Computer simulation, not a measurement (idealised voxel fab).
process module | voxel lift off
cross-section cut | 300 nm wide | cells 5 nm
A cross-section is a grid of square cells, given in bands from the top down. A band is one or more rows of cells.
Each band's line starts with the height of the band's top and of its bottom, in nm. Then come its materials from left to right, each with its width in nm. One material with "throughout" fills the band from edge to edge. "air" is empty space.
Height 0 is the level under which the wafer as received is all one material. The lowest band goes on downwards, as in "0 down".
A width such as "30 to 40" changes by the same amount from each row of cells to the next, from the band's top row to its bottom row.
"no change" after a step means that no cell of the cross-section changed.
closed voids: empty space of 8 cells or more with no open way to the top, each as width x height at its distance from the left edge, in nm
after a step's settings: what the simulator itself notes on the step
overlay nm, on a step with a mask: how far to the right of its planned place the mask lay; to the left if negative
plan
1 op RECEIVE | material Si
2 op CONFORMAL_DEP | material SiN | thk nm 10
3 op PATTERN | tone open | mask id LINES | material resist | width nm 25 | pitch nm 50 | thk nm 20 | overlay nm 0
4 op DIRECTIONAL_DEP | material Ru | thk nm 10
5 op STRIP | etch materials resist
6 op CONFORMAL_DEP | material SiN | thk nm 5
first wafer, as planned
as received, after step 1
  0 down: Si throughout
  closed voids: none
after step 2
  10 to 0: SiN throughout
  below 0: unchanged
after step 3
  30 to 10: resist 110 | air 25 | resist 25 | air 25 | resist 115
  below 10: unchanged
after step 4
  40 to 30: Ru 110 | air 25 | Ru 25 | air 25 | Ru 115
  30 to 20: resist 110 | air 25 | resist 25 | air 25 | resist 115
  20 to 10: resist 110 | Ru 25 | resist 25 | Ru 25 | resist 115
  below 10: unchanged
after step 5
  20 to 10: air 110 | Ru 25 | air 25 | Ru 25 | air 115
  below 10: unchanged
after step 6
  25 to 20: air 105 | SiN 35 | air 15 | SiN 35 | air 110
  20 to 15: air 105 | SiN 5 | Ru 25 | SiN 5 | air 15 | SiN 5 | Ru 25 | SiN 5 | air 110
  15 to 10: SiN 110 | Ru 25 | SiN 25 | Ru 25 | SiN 115
  below 10: unchanged
second wafer: like start, like plan, one mistake. Through step 1 it matches the first wafer
when step 2 should have ended
  10 to 0: Ru throughout
  below 0: unchanged
when step 3 should have ended
  30 to 10: resist 110 | air 25 | resist 25 | air 25 | resist 115
  below 10: unchanged
when step 4 should have ended
  40 to 30: Ru 110 | air 25 | Ru 25 | air 25 | Ru 115
  30 to 20: resist 110 | air 25 | resist 25 | air 25 | resist 115
  20 to 10: resist 110 | Ru 25 | resist 25 | Ru 25 | resist 115
  below 10: unchanged
when step 5 should have ended
  20 to 10: air 110 | Ru 25 | air 25 | Ru 25 | air 115
  below 10: unchanged
when step 6 should have ended
  25 to 20: air 105 | SiN 35 | air 15 | SiN 35 | air 110
  20 to 15: air 105 | SiN 5 | Ru 25 | SiN 5 | air 15 | SiN 5 | Ru 25 | SiN 5 | air 110
  15 to 10: SiN 110 | Ru 25 | SiN 25 | Ru 25 | SiN 115
  below 10: unchanged
what went wrong: step 2 ran as: op CONFORMAL_DEP | material Ru | thk nm 10
at the end the second wafer has, in cells: 120 more of Ru | 120 fewer of SiN
